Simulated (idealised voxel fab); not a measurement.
Process module name: voxel wiring stack
Section cut is 280 nm wide and gridded with 5 nm square cells.
How to read a cross-section here: the picture is a grid of square cells, written as bands going from the top down, and any band can span one or more rows of cells. Read a band's entry like this: the first values are the height of its top and the height of its bottom in nm, and what follows is the sequence of materials from left to right, each with its width in nm. Note that "blank" is empty space, and that a single material marked "throughout" reaches across the band from edge to edge. It should be noted that heights are counted from 0, beneath which the wafer as supplied is of one material throughout, and that the lowest band possesses no lower boundary but continues downward, as written in "0 and below". You'd read "30..40" like this: the band's top row of cells is as wide as the first number, its bottom row is as wide as the second, and going down, every row changes width by the same amount as the row before did. Any step labelled "nothing got changed" changed none of the cells in the cross-section. "Completely enclosed voids" lists enclosed empty spaces (at least 8 cells, no open path upward to the top), each as width x height at distance from the left edge, in nm. Whatever follows a step's settings on its line is a remark the simulator itself makes about that step. If you see "overlay nm" on a step's line and that step has a mask, it's telling you how far right of where it was planned the mask ended up; a negative number means it went left instead.

The planned process steps are enumerated hereunder:
1,RECEIVE, material Si
2,CONFORMAL_DEP, material SiO2, thk nm 10
3,DIRECTIONAL_DEP, material TiN, thk nm 5
4,DIRECTIONAL_DEP, material W, thk nm 15
5,PATTERN, tone cover, mask id METAL_1, material resist, width nm 30, pitch nm 55, thk nm 15, overlay nm 0
6,DIRECTIONAL_ETCH, etch materials W, depth nm 15
7,DIRECTIONAL_ETCH, etch materials TiN, depth nm 5
8,STRIP, etch materials resist
9,FILL_DEP, material SiO2, thk nm 10
10,CMP, height nm 30
11,CONFORMAL_DEP, material SiCN, thk nm 5
12,DIRECTIONAL_DEP, material lowk, thk nm 20
13,PATTERN, tone open, mask id PLUG_1, material resist, width nm 15, pitch nm 55, thk nm 15, overlay nm 0
14,DIRECTIONAL_ETCH, etch materials lowk, depth nm 20
15,DIRECTIONAL_ETCH, etch materials SiCN, depth nm 5
16,STRIP, etch materials resist
17,CONFORMAL_DEP, material TiN, thk nm 5
18,FILL_DEP, material Ru, thk nm 5
19,CMP, height nm 55
20,DIRECTIONAL_DEP, material TiN, thk nm 5
21,DIRECTIONAL_DEP, material Ru, thk nm 15
22,PATTERN, tone cover, mask id METAL_2, material resist, width nm 30, pitch nm 55, thk nm 20, overlay nm 0
23,DIRECTIONAL_ETCH, etch materials Ru, depth nm 15
24,DIRECTIONAL_ETCH, etch materials TiN, depth nm 5
25,STRIP, etch materials resist
26,CONFORMAL_DEP, material SiCN, thk nm 5
27,FILL_DEP, material SiO2, thk nm 5
28,CMP, height nm 75
29,CONFORMAL_DEP, material SiN, thk nm 5

Account of the first of two wafers, which was processed as intended:

Cross-section of the wafer upon arrival, representing the state reached after step 1:
- 0 and below = Si throughout
- Completely enclosed voids: none

The following cross-section depicts the wafer upon completion of step 2:
- 10 down to 0 = SiO2 throughout
- Unchanged below 0.

The following cross-section depicts the wafer upon completion of step 3:
- 15 down to 10 = TiN throughout
- Unchanged below 10.

The following cross-section depicts the wafer upon completion of step 4:
- 30 down to 15 = W throughout
- Unchanged below 15.

The following cross-section depicts the wafer upon completion of step 5:
- 45 down to 30 = blank 95 nm / resist 30 nm / blank 25 nm / resist 30 nm / blank 100 nm
- Unchanged below 30.

The following cross-section depicts the wafer upon completion of step 6:
- 45 down to 30 = blank 95 nm / resist 30 nm / blank 25 nm / resist 30 nm / blank 100 nm
- 30 down to 15 = blank 95 nm / W 30 nm / blank 25 nm / W 30 nm / blank 100 nm
- Unchanged below 15.

The following cross-section depicts the wafer upon completion of step 7:
- 45 down to 30 = blank 95 nm / resist 30 nm / blank 25 nm / resist 30 nm / blank 100 nm
- 30 down to 15 = blank 95 nm / W 30 nm / blank 25 nm / W 30 nm / blank 100 nm
- 15 down to 10 = blank 95 nm / TiN 30 nm / blank 25 nm / TiN 30 nm / blank 100 nm
- Unchanged below 10.

The following cross-section depicts the wafer upon completion of step 8:
- 30 down to 15 = blank 95 nm / W 30 nm / blank 25 nm / W 30 nm / blank 100 nm
- Unchanged below 15.

The following cross-section depicts the wafer upon completion of step 9:
- 40 down to 30 = SiO2 throughout
- 30 down to 15 = SiO2 95 nm / W 30 nm / SiO2 25 nm / W 30 nm / SiO2 100 nm
- 15 down to 10 = SiO2 95 nm / TiN 30 nm / SiO2 25 nm / TiN 30 nm / SiO2 100 nm
- Unchanged below 10.

The following cross-section depicts the wafer upon completion of step 10:
- 30 down to 15 = SiO2 95 nm / W 30 nm / SiO2 25 nm / W 30 nm / SiO2 100 nm
- Unchanged below 15.

The following cross-section depicts the wafer upon completion of step 11:
- 35 down to 30 = SiCN throughout
- Unchanged below 30.

The following cross-section depicts the wafer upon completion of step 12:
- 55 down to 35 = lowk throughout
- Unchanged below 35.

The following cross-section depicts the wafer upon completion of step 13:
- 70 down to 55 = resist 95 nm / blank 15 nm / resist 40 nm / blank 15 nm / resist 115 nm
- Unchanged below 55.

The following cross-section depicts the wafer upon completion of step 14:
- 70 down to 55 = resist 95 nm / blank 15 nm / resist 40 nm / blank 15 nm / resist 115 nm
- 55 down to 35 = lowk 95 nm / blank 15 nm / lowk 40 nm / blank 15 nm / lowk 115 nm
- Unchanged below 35.

The following cross-section depicts the wafer upon completion of step 15:
- 70 down to 55 = resist 95 nm / blank 15 nm / resist 40 nm / blank 15 nm / resist 115 nm
- 55 down to 35 = lowk 95 nm / blank 15 nm / lowk 40 nm / blank 15 nm / lowk 115 nm
- 35 down to 30 = SiCN 95 nm / blank 15 nm / SiCN 40 nm / blank 15 nm / SiCN 115 nm
- Unchanged below 30.

The following cross-section depicts the wafer upon completion of step 16:
- 55 down to 35 = lowk 95 nm / blank 15 nm / lowk 40 nm / blank 15 nm / lowk 115 nm
- Unchanged below 35.

The following cross-section depicts the wafer upon completion of step 17:
- 60 down to 55 = TiN 100 nm / blank 5 nm / TiN 50 nm / blank 5 nm / TiN 120 nm
- 55 down to 35 = lowk 95 nm / TiN 5 nm / blank 5 nm / TiN 5 nm / lowk 40 nm / TiN 5 nm / blank 5 nm / TiN 5 nm / lowk 115 nm
- 35 down to 30 = SiCN 95 nm / TiN 15 nm / SiCN 40 nm / TiN 15 nm / SiCN 115 nm
- Unchanged below 30.

The following cross-section depicts the wafer upon completion of step 18:
- 65 down to 60 = Ru throughout
- 60 down to 55 = TiN 100 nm / Ru 5 nm / TiN 50 nm / Ru 5 nm / TiN 120 nm
- 55 down to 35 = lowk 95 nm / TiN 5 nm / Ru 5 nm / TiN 5 nm / lowk 40 nm / TiN 5 nm / Ru 5 nm / TiN 5 nm / lowk 115 nm
- Unchanged below 35.

The following cross-section depicts the wafer upon completion of step 19:
- 55 down to 35 = lowk 95 nm / TiN 5 nm / Ru 5 nm / TiN 5 nm / lowk 40 nm / TiN 5 nm / Ru 5 nm / TiN 5 nm / lowk 115 nm
- Unchanged below 35.

The following cross-section depicts the wafer upon completion of step 20:
- 60 down to 55 = TiN throughout
- Unchanged below 55.

The following cross-section depicts the wafer upon completion of step 21:
- 75 down to 60 = Ru throughout
- Unchanged below 60.

The following cross-section depicts the wafer upon completion of step 22:
- 95 down to 75 = blank 95 nm / resist 30 nm / blank 25 nm / resist 30 nm / blank 100 nm
- Unchanged below 75.

The following cross-section depicts the wafer upon completion of step 23:
- 95 down to 75 = blank 95 nm / resist 30 nm / blank 25 nm / resist 30 nm / blank 100 nm
- 75 down to 60 = blank 95 nm / Ru 30 nm / blank 25 nm / Ru 30 nm / blank 100 nm
- Unchanged below 60.

The following cross-section depicts the wafer upon completion of step 24:
- 95 down to 75 = blank 95 nm / resist 30 nm / blank 25 nm / resist 30 nm / blank 100 nm
- 75 down to 60 = blank 95 nm / Ru 30 nm / blank 25 nm / Ru 30 nm / blank 100 nm
- 60 down to 55 = blank 95 nm / TiN 30 nm / blank 25 nm / TiN 30 nm / blank 100 nm
- Unchanged below 55.

The following cross-section depicts the wafer upon completion of step 25:
- 75 down to 60 = blank 95 nm / Ru 30 nm / blank 25 nm / Ru 30 nm / blank 100 nm
- Unchanged below 60.

The following cross-section depicts the wafer upon completion of step 26:
- 80 down to 75 = blank 90 nm / SiCN 40 nm / blank 15 nm / SiCN 40 nm / blank 95 nm
- 75 down to 60 = blank 90 nm / SiCN 5 nm / Ru 30 nm / SiCN 5 nm / blank 15 nm / SiCN 5 nm / Ru 30 nm / SiCN 5 nm / blank 95 nm
- 60 down to 55 = SiCN 95 nm / TiN 30 nm / SiCN 25 nm / TiN 30 nm / SiCN 100 nm
- Unchanged below 55.

The following cross-section depicts the wafer upon completion of step 27:
- 85 down to 80 = SiO2 throughout
- 80 down to 75 = SiO2 90 nm / SiCN 40 nm / SiO2 15 nm / SiCN 40 nm / SiO2 95 nm
- 75 down to 60 = SiO2 90 nm / SiCN 5 nm / Ru 30 nm / SiCN 5 nm / SiO2 15 nm / SiCN 5 nm / Ru 30 nm / SiCN 5 nm / SiO2 95 nm
- Unchanged below 60.

The following cross-section depicts the wafer upon completion of step 28:
- 75 down to 60 = SiO2 90 nm / SiCN 5 nm / Ru 30 nm / SiCN 5 nm / SiO2 15 nm / SiCN 5 nm / Ru 30 nm / SiCN 5 nm / SiO2 95 nm
- Unchanged below 60.

The following cross-section depicts the wafer upon completion of step 29:
- 80 down to 75 = SiN throughout
- Unchanged below 75.

Wafer two. Same start, same plan, one slip in execution. Same as wafer one through step 8, inclusive:

Second wafer, cut view, end of step 9 per plan:
- 40 down to 30 = Ru throughout
- 30 down to 15 = Ru 95 nm / W 30 nm / Ru 25 nm / W 30 nm / Ru 100 nm
- 15 down to 10 = Ru 95 nm / TiN 30 nm / Ru 25 nm / TiN 30 nm / Ru 100 nm
- Unchanged below 10.

Second wafer, cut view, end of step 10 per plan:
- 30 down to 15 = Ru 95 nm / W 30 nm / Ru 25 nm / W 30 nm / Ru 100 nm
- Unchanged below 15.

Second wafer, cut view, end of step 11 per plan:
- 35 down to 30 = SiCN throughout
- Unchanged below 30.

Second wafer, cut view, end of step 12 per plan:
- 55 down to 35 = lowk throughout
- Unchanged below 35.

Second wafer, cut view, end of step 13 per plan:
- 70 down to 55 = resist 95 nm / blank 15 nm / resist 40 nm / blank 15 nm / resist 115 nm
- Unchanged below 55.

Second wafer, cut view, end of step 14 per plan:
- 70 down to 55 = resist 95 nm / blank 15 nm / resist 40 nm / blank 15 nm / resist 115 nm
- 55 down to 35 = lowk 95 nm / blank 15 nm / lowk 40 nm / blank 15 nm / lowk 115 nm
- Unchanged below 35.

Second wafer, cut view, end of step 15 per plan:
- 70 down to 55 = resist 95 nm / blank 15 nm / resist 40 nm / blank 15 nm / resist 115 nm
- 55 down to 35 = lowk 95 nm / blank 15 nm / lowk 40 nm / blank 15 nm / lowk 115 nm
- 35 down to 30 = SiCN 95 nm / blank 15 nm / SiCN 40 nm / blank 15 nm / SiCN 115 nm
- Unchanged below 30.

Second wafer, cut view, end of step 16 per plan:
- 55 down to 35 = lowk 95 nm / blank 15 nm / lowk 40 nm / blank 15 nm / lowk 115 nm
- Unchanged below 35.

Second wafer, cut view, end of step 17 per plan:
- 60 down to 55 = TiN 100 nm / blank 5 nm / TiN 50 nm / blank 5 nm / TiN 120 nm
- 55 down to 35 = lowk 95 nm / TiN 5 nm / blank 5 nm / TiN 5 nm / lowk 40 nm / TiN 5 nm / blank 5 nm / TiN 5 nm / lowk 115 nm
- 35 down to 30 = SiCN 95 nm / TiN 15 nm / SiCN 40 nm / TiN 15 nm / SiCN 115 nm
- Unchanged below 30.

Second wafer, cut view, end of step 18 per plan:
- 65 down to 60 = Ru throughout
- 60 down to 55 = TiN 100 nm / Ru 5 nm / TiN 50 nm / Ru 5 nm / TiN 120 nm
- 55 down to 35 = lowk 95 nm / TiN 5 nm / Ru 5 nm / TiN 5 nm / lowk 40 nm / TiN 5 nm / Ru 5 nm / TiN 5 nm / lowk 115 nm
- Unchanged below 35.

Second wafer, cut view, end of step 19 per plan:
- 55 down to 35 = lowk 95 nm / TiN 5 nm / Ru 5 nm / TiN 5 nm / lowk 40 nm / TiN 5 nm / Ru 5 nm / TiN 5 nm / lowk 115 nm
- Unchanged below 35.

Second wafer, cut view, end of step 20 per plan:
- 60 down to 55 = TiN throughout
- Unchanged below 55.

Second wafer, cut view, end of step 21 per plan:
- 75 down to 60 = Ru throughout
- Unchanged below 60.

Second wafer, cut view, end of step 22 per plan:
- 95 down to 75 = blank 95 nm / resist 30 nm / blank 25 nm / resist 30 nm / blank 100 nm
- Unchanged below 75.

Second wafer, cut view, end of step 23 per plan:
- 95 down to 75 = blank 95 nm / resist 30 nm / blank 25 nm / resist 30 nm / blank 100 nm
- 75 down to 60 = blank 95 nm / Ru 30 nm / blank 25 nm / Ru 30 nm / blank 100 nm
- Unchanged below 60.

Second wafer, cut view, end of step 24 per plan:
- 95 down to 75 = blank 95 nm / resist 30 nm / blank 25 nm / resist 30 nm / blank 100 nm
- 75 down to 60 = blank 95 nm / Ru 30 nm / blank 25 nm / Ru 30 nm / blank 100 nm
- 60 down to 55 = blank 95 nm / TiN 30 nm / blank 25 nm / TiN 30 nm / blank 100 nm
- Unchanged below 55.

Second wafer, cut view, end of step 25 per plan:
- 75 down to 60 = blank 95 nm / Ru 30 nm / blank 25 nm / Ru 30 nm / blank 100 nm
- Unchanged below 60.

Second wafer, cut view, end of step 26 per plan:
- 80 down to 75 = blank 90 nm / SiCN 40 nm / blank 15 nm / SiCN 40 nm / blank 95 nm
- 75 down to 60 = blank 90 nm / SiCN 5 nm / Ru 30 nm / SiCN 5 nm / blank 15 nm / SiCN 5 nm / Ru 30 nm / SiCN 5 nm / blank 95 nm
- 60 down to 55 = SiCN 95 nm / TiN 30 nm / SiCN 25 nm / TiN 30 nm / SiCN 100 nm
- Unchanged below 55.

Second wafer, cut view, end of step 27 per plan:
- 85 down to 80 = SiO2 throughout
- 80 down to 75 = SiO2 90 nm / SiCN 40 nm / SiO2 15 nm / SiCN 40 nm / SiO2 95 nm
- 75 down to 60 = SiO2 90 nm / SiCN 5 nm / Ru 30 nm / SiCN 5 nm / SiO2 15 nm / SiCN 5 nm / Ru 30 nm / SiCN 5 nm / SiO2 95 nm
- Unchanged below 60.

Second wafer, cut view, end of step 28 per plan:
- 75 down to 60 = SiO2 90 nm / SiCN 5 nm / Ru 30 nm / SiCN 5 nm / SiO2 15 nm / SiCN 5 nm / Ru 30 nm / SiCN 5 nm / SiO2 95 nm
- Unchanged below 60.

Second wafer, cut view, end of step 29 per plan:
- 80 down to 75 = SiN throughout
- Unchanged below 75.
Which mistake was made when the wafer was run? step 9 went in with a setting other than planned; the actual run was FILL_DEP, material Ru, thk nm 10
It is noted that, at the conclusion of processing, the second wafer exhibits a higher or lower cell count for certain materials relative to the first: Ru: 176 more | SiO2: 176 fewer
